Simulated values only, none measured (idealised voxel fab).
Process module heading - voxel self aligned vias
Square cell edge 5 nm, section width 285 nm, ID cut.
A cross-section is a grid of square cells, given in bands from the top down. A band is one or more rows of cells.
Per band: top height and bottom height in nm, followed by the left-to-right materials and their widths in nm; "all across" marks a single material spanning edge to edge, "blank" marks empty space.
We count height from 0. Below that, the starting wafer is all one material. The lowest band never ends at the bottom but goes on down; see "top 0, no bottom" for how that is written.
Note: "30 to 40" means the width goes from the first number (top row of the band) to the second number (bottom row) in equal steps per row of cells.
No cell of the cross-section changed in a step that is given as "all unchanged".
Entry "Enclosed void listing" = empty spaces >= 8 cells with no open way to the top; each as width x height at distance, distance from left edge, all nm.
Text after the settings on a step's line: the simulator's own remark on that step.
overlay nm, on a step with a mask: how far to the right of its planned place the mask lay; to the left if negative

**Here's what the planned process steps look like**
1: RECEIVE | material Si
2: CONFORMAL_DEP | material SiO2 | thk nm 15
3: CONFORMAL_DEP | material SiCN | thk nm 5
4: DIRECTIONAL_DEP | material lowk | thk nm 30
5: DIRECTIONAL_DEP | material aC | thk nm 10
6: PATTERN | tone open | mask id LINES | material resist | width nm 20 | pitch nm 60 | thk nm 30 | overlay nm 0
7: DIRECTIONAL_ETCH | etch materials aC | depth nm 10
8: STRIP | etch materials resist
9: DIRECTIONAL_ETCH | etch materials lowk | depth nm 30
10: STRIP | etch materials aC
11: CONFORMAL_DEP | material TiN | thk nm 5
12: FILL_DEP | material W | thk nm 10
13: CMP | height nm 50
14: SELECTIVE_ETCH | etch materials W Ru TiN | depth nm 10
15: FILL_DEP | material SiN | thk nm 10
16: CMP | height nm 50
17: DIRECTIONAL_DEP | material lowk | thk nm 15
18: PATTERN | tone open | mask id VIAS | material resist | width nm 40 | thk nm 15 | overlay nm 0
19: DIRECTIONAL_ETCH | etch materials lowk | depth nm 15
20: DIRECTIONAL_ETCH | etch materials SiN | depth nm 10
21: STRIP | etch materials resist
22: CONFORMAL_DEP | material TiN | thk nm 5
23: FILL_DEP | material W | thk nm 5
24: CMP | height nm 65
25: CONFORMAL_DEP | material SiN | thk nm 5
Heads up: all these wafers start the same, and what changes between them is the thk nm in step 25. The value you see in the plan is just what the first wafer got.

**Cross-section of the first of several wafers as received (after step 1)**
  top 0, no bottom: Si all across
  Enclosed void listing: none

**Below is a per-wafer table. In it, each row describes the wafer at the end of the module by giving, for each material, the number of cells gained (+) or lost (-) since the wafer was received, and after that the closed voids of the wafer**
thk nm 5 | +57 SiCN | +65 SiN | +171 SiO2 | +36 TiN | +28 W | +441 lowk | Enclosed void listing: none
thk nm 10 | +57 SiCN | +122 SiN | +171 SiO2 | +36 TiN | +28 W | +441 lowk | Enclosed void listing: none
thk nm 15 | +57 SiCN | +179 SiN | +171 SiO2 | +36 TiN | +28 W | +441 lowk | Enclosed void listing: none
thk nm 20 | +57 SiCN | +236 SiN | +171 SiO2 | +36 TiN | +28 W | +441 lowk | Enclosed void listing: none
